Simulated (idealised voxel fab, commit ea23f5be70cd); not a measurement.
The name of this process module is voxel self aligned vias.
Shown is cross-section cut, with a width of 180 nm and square cells of size 5 nm.
When this document writes out a cross-section, it uses a grid of square cells and lists it as bands, beginning at the top and moving down, with a band standing for one or more rows of cells.
The band entry comprises the height of the band's top followed by the height of its bottom, expressed in nm, and subsequently the band's materials from left to right, each stated together with its width in nm. Where a single material is marked with the word "all across", that material fills the band from edge to edge. The word "blank" represents empty space.
Height reference: 0 = level under which incoming wafer is all one material. Lowest band: no bottom, runs on downward, e.g. "0 and below".
Width: "30..40" (first number = top row, second number = bottom row, same change from row to row of cells).
No cell of the cross-section changed in a step that is given as "remains unaltered".
"Closed voids list" means: voids of 8 cells or more that are shut off from the top with no open way through. Written width x height at distance, distance from the left edge, in nm.
Read whatever lies past the settings on a step's line as the simulator's own remark about the step.
What "overlay nm" on a step's line means: if the step has a mask, that mask lay this far to the right of its planned place, or, when the value is negative, to the left.
### So here's the lineup of process steps we planned
- 1: RECEIVE, material Si
- 2: CONFORMAL_DEP, material SiO2, thk nm 10
- 3: CONFORMAL_DEP, material SiCN, thk nm 5
- 4: DIRECTIONAL_DEP, material SiO2, thk nm 25
- 5: PATTERN, tone open, mask id LINES, material resist, width nm 30, pitch nm 55, thk nm 20, overlay nm 0
- 6: DIRECTIONAL_ETCH, etch materials SiO2, depth nm 25
- 7: STRIP, etch materials resist
- 8: CONFORMAL_DEP, material TiN, thk nm 5
- 9: FILL_DEP, material W, thk nm 10
- 10: CMP, height nm 40
- 11: SELECTIVE_ETCH, etch materials W Ru TiN, depth nm 10
- 12: FILL_DEP, material SiN, thk nm 5
- 13: CMP, height nm 40
- 14: DIRECTIONAL_DEP, material SiO2, thk nm 20
- 15: PATTERN, tone open, mask id VIAS, material resist, width nm 40, pitch nm 55, thk nm 20, overlay nm 0
- 16: DIRECTIONAL_ETCH, etch materials SiO2, depth nm 20
- 17: DIRECTIONAL_ETCH, etch materials SiN, depth nm 10
- 18: STRIP, etch materials resist
- 19: CONFORMAL_DEP, material TiN, thk nm 5
- 20: FILL_DEP, material Cu, thk nm 5
- 21: CMP, height nm 60
- 22: CONFORMAL_DEP, material SiN, thk nm 5
### Step 1 complete: cross-section of the wafer as received
    0 and below = Si all across
    Closed voids list: none
### Final wafer profile in cross-section after the module, from the same start and plan as above, with one mistake made during processing
    65 down to 60 = SiN all across
    60 down to 45 = SiO2 (35), TiN (5), Cu (30), TiN (5), SiO2 (15), TiN (5), Cu (30), TiN (5), SiO2 (50)
    45 down to 35 = SiO2 (35..45), TiN (15..5), Cu (20), TiN (5), SiO2 (15..25), TiN (15..5), Cu (20), TiN (5), SiO2 (50)
    35 down to 30 = SiO2 (45), TiN (30), SiO2 (25), TiN (30), SiO2 (50)
    30 down to 20 = SiO2 (45), TiN (5), W (20), TiN (5), SiO2 (25), TiN (5), W (20), TiN (5), SiO2 (50)
    20 down to 15 = SiO2 (45), TiN (30), SiO2 (25), TiN (30), SiO2 (50)
    15 down to 10 = SiCN all across
    10 down to 0 = SiO2 all across
    0 and below = Si all across
    Closed voids list: none
In executing the process, a mistake was made relative to the plan: step 15 off recipe, ran as PATTERN, tone open, mask id VIAS, material resist, width nm 40, pitch nm 55, thk nm 20, overlay nm -5
